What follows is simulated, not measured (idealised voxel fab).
This section sets out a process module, namely voxel self aligned vias.
Pictured: cross-section cut, 185 nm wide, on a grid of 5 nm square cells.
Reading order for cross-sections: top band down to bottom band. Underlying form: a grid of square cells. Band size: one or more rows of cells.
Within each band entry, the heights of the top and of the bottom of the band appear first, in that order and in nm; the materials of the band then follow from left to right, each with its corresponding width in nm. The designation "throughout" on a single material indicates that it fills the band from edge to edge; the designation "air" indicates empty space.
All heights in this document are referenced to 0, defined as the level beneath which the wafer, as received, consists entirely of one material. The lowest band is not bounded below; it extends indefinitely downward and is written in the form "0..down".
The expression "30->40" gives the width at the extremes of the band, the first number at its top row of cells and the second at its bottom row, with the width changing by equal amounts from each row to the next in between.
The designation "left unchanged", where it is given for a processing step, indicates that no cell of the cross-section was altered in the course of that step.
Enclosed internal cavities: empty space of 8 cells or more with no open way to the top, each as width x height at its distance from the left edge, in nm
Step line, after settings: the simulator's comment on this step.
You can add "overlay nm" to a step's line. For a step with a mask, it describes how far the mask lay to the right of its planned position, and a negative number describes a lay to the left.
## Steps planned for the process
1: RECEIVE: material Si
2: CONFORMAL_DEP: material SiO2, thk nm 10
3: CONFORMAL_DEP: material SiCN, thk nm 5
4: DIRECTIONAL_DEP: material SiO2, thk nm 30
5: DIRECTIONAL_DEP: material aC, thk nm 10
6: PATTERN: tone open, mask id LINES, material resist, width nm 20, pitch nm 70, thk nm 30, overlay nm 0
7: DIRECTIONAL_ETCH: etch materials aC, depth nm 10
8: STRIP: etch materials resist
9: DIRECTIONAL_ETCH: etch materials SiO2, depth nm 30
10: STRIP: etch materials aC
11: CONFORMAL_DEP: material TiN, thk nm 5
12: FILL_DEP: material W, thk nm 10
13: CMP: height nm 45
14: SELECTIVE_ETCH: etch materials W Ru TiN, depth nm 10
15: FILL_DEP: material SiN, thk nm 10
16: CMP: height nm 45
17: DIRECTIONAL_DEP: material SiO2, thk nm 20
18: MASKED_ETCH: tone open, mask id VIAS, width nm 40, pitch nm 70, etch materials SiO2, depth nm 20, overlay nm 0
19: MASKED_ETCH: tone open, mask id VIAS, width nm 40, pitch nm 70, etch materials SiN, depth nm 10, overlay nm 0
20: CONFORMAL_DEP: material TiN, thk nm 5
21: FILL_DEP: material Cu, thk nm 10
22: CMP: height nm 65
23: CONFORMAL_DEP: material SiCN, thk nm 5
## Wafer as received: cross-section following step 1
    0..down: Si throughout
    Enclosed internal cavities: none
## Same starting wafer, same plan as above, one mistake in the execution; this is the cross-section at the end of the module
    70..65: SiCN throughout
    65..50: 35 of SiO2 | 5 of TiN | 30 of Cu | 5 of TiN | 30 of SiO2 | 5 of TiN | 30 of Cu | 5 of TiN | 40 of SiO2
    50..40: 35->40 of SiO2 | 10->5 of TiN | 20 of Cu | 10->5 of TiN | 30->40 of SiO2 | 10->5 of TiN | 20 of Cu | 10->5 of TiN | 40->45 of SiO2
    40..35: 40 of SiO2 | 30 of TiN | 40 of SiO2 | 30 of TiN | 45 of SiO2
    35..20: 40 of SiO2 | 5 of TiN | 20 of W | 5 of TiN | 40 of SiO2 | 5 of TiN | 20 of W | 5 of TiN | 45 of SiO2
    20..15: 40 of SiO2 | 30 of TiN | 40 of SiO2 | 30 of TiN | 45 of SiO2
    15..10: SiCN throughout
    10..0: SiO2 throughout
    0..down: Si throughout
    Enclosed internal cavities: none
What went wrong in running the wafer? step 6 off recipe, ran as PATTERN: tone open, mask id LINES, material resist, width nm 30, pitch nm 70, thk nm 30, overlay nm 0
